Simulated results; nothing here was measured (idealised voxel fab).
process module | voxel local oxidation
cross-section cut | 205 nm wide | cells 5 nm
A cross-section is a grid of square cells, given in bands from the top down. A band is one or more rows of cells.
Each band's line starts with the height of the band's top and of its bottom, in nm. Then come its materials from left to right, each with its width in nm. One material with "throughout" fills the band from edge to edge. "air" is empty space.
Height 0 is the level under which the wafer as received is all one material. The lowest band goes on downwards, as in "0 down".
A width such as "30 to 40" changes by the same amount from each row of cells to the next, from the band's top row to its bottom row.
"no change" after a step means that no cell of the cross-section changed.
closed voids: empty space of 8 cells or more with no open way to the top, each as width x height at its distance from the left edge, in nm
after a step's settings: what the simulator itself notes on the step
overlay nm, on a step with a mask: how far to the right of its planned place the mask lay; to the left if negative
plan
1 op RECEIVE | material Si
2 op OXIDIZE | depth nm 5
3 op CONFORMAL_DEP | material SiN | thk nm 15
4 op DIRECTIONAL_DEP | material aC | thk nm 15
5 op PATTERN | tone cover | mask id ACTIVE | material resist | width nm 120 | thk nm 35 | overlay nm 0
6 op DIRECTIONAL_ETCH | etch materials aC | depth nm 15
7 op STRIP | etch materials resist
8 op DIRECTIONAL_ETCH | etch materials SiN | depth nm 15
9 op STRIP | etch materials aC
10 op SELECTIVE_ETCH | etch materials SiO2 | depth nm 5
11 op OXIDIZE | depth nm 15
12 op STRIP | etch materials SiN
varied across the wafers: width nm of step 5. The plan shows the first wafer's value. All wafers start alike
first wafer as received, after step 1
  0 down: Si throughout
  closed voids: none
first wafer at the end, after step 12
  0 to -5: air 45 | SiO2 110 | air 50
  -5 to -20: SiO2 60 | Si 80 | SiO2 65
  -20 down: Si throughout
  closed voids: none
last wafer at the end
  0 to -5: air 35 | SiO2 135 | air 35
  -5 to -20: SiO2 50 | Si 105 | SiO2 50
  -20 down: Si throughout
  closed voids: none
each wafer at the end: cells of each material gained (+) or lost (-) since it was received, then its closed voids
width nm 120 | -116 Si | +97 SiO2 | closed voids: none
width nm 125 | -113 Si | +95 SiO2 | closed voids: none
width nm 130 | -110 Si | +93 SiO2 | closed voids: none
width nm 135 | -107 Si | +91 SiO2 | closed voids: none
width nm 140 | -104 Si | +89 SiO2 | closed voids: none
width nm 145 | -101 Si | +87 SiO2 | closed voids: none
